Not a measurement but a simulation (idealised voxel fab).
Presented below is a process module, voxel double patterning.
FYI the section here is cut, 160 nm wide, cells are 5 nm squares.
Cross-section layout: square cells on a grid; listed as bands, top to bottom; a band spans one or more cell rows.
Top height, bottom height, nm. Materials left to right, width each, nm. Single material + "edge to edge" = fills band edge to edge. "air" = empty.
Note: height 0 marks the level under which the wafer is uniformly one material as received. Lowest band unbounded below, written "z 0 and below".
Think of "30..40" as a width that walks from the first number to the second as you go down the band, top row to bottom row, taking equal-sized steps from row to row.
Step marked "no modification"? Then no cell in the cross-section changed in it.
Listed in "Tabulated closed voids": every empty space of 8 or more cells without an open way to the top. Form: width x height at distance, the distance being from the left edge, all in nm.
Past the settings on a step's line: simulator remark, on that step.
"overlay nm", when on a step's line for a step with a mask, measures how far to the right of its planned place the mask lay; a negative measure means to the left.

Set out below are the planned steps of the process
1,RECEIVE [material Si]
2,CONFORMAL_DEP [material SiO2] [thk nm 10]
3,DIRECTIONAL_DEP [material polySi] [thk nm 15]
4,DIRECTIONAL_DEP [material SiCN] [thk nm 10]
5,MASKED_ETCH [tone open] [mask id FIRST] [width nm 15] [pitch nm 50] [etch materials SiCN] [depth nm 10] [overlay nm 0]
6,DIRECTIONAL_DEP [material aC] [thk nm 10]
7,PATTERN [tone open] [mask id SECOND] [material resist] [width nm 15] [pitch nm 50] [thk nm 25] [overlay nm 0]
8,DIRECTIONAL_ETCH [etch materials aC] [depth nm 10]
9,STRIP [etch materials resist]
10,DIRECTIONAL_ETCH [etch materials SiCN] [depth nm 10]
11,STRIP [etch materials aC]
12,DIRECTIONAL_ETCH [etch materials polySi] [depth nm 15]
13,STRIP [etch materials SiCN]

Cross-sectional view of the wafer in its as-received condition, corresponding to the state after step 1
	z 0 and below: Si edge to edge
	Tabulated closed voids: none

End-of-module cross-section of the first of two wafers, processed as planned
	z 25 to 10: polySi=20, then air=15, then polySi=10, then air=15, then polySi=10, then air=15, then polySi=10, then air=15, then polySi=10, then air=15, then polySi=25
	z 10 to 0: SiO2 edge to edge
	z 0 and below: Si edge to edge
	Tabulated closed voids: none

Second of two wafers, module complete, sectioned: it shares the first wafer's start and plan but was run with one mistake
	z 35 to 20: polySi=20, then air=15, then polySi=10, then air=15, then polySi=10, then air=15, then polySi=10, then air=15, then polySi=10, then air=15, then polySi=25
	z 20 to 10: polySi edge to edge
	z 10 to 0: SiO2 edge to edge
	z 0 and below: Si edge to edge
	Tabulated closed voids: none
Run error: heads up, step 3 didn't go per plan, it actually ran as DIRECTIONAL_DEP [material polySi] [thk nm 25]
at the end the second wafer has, in cells: +64 polySi
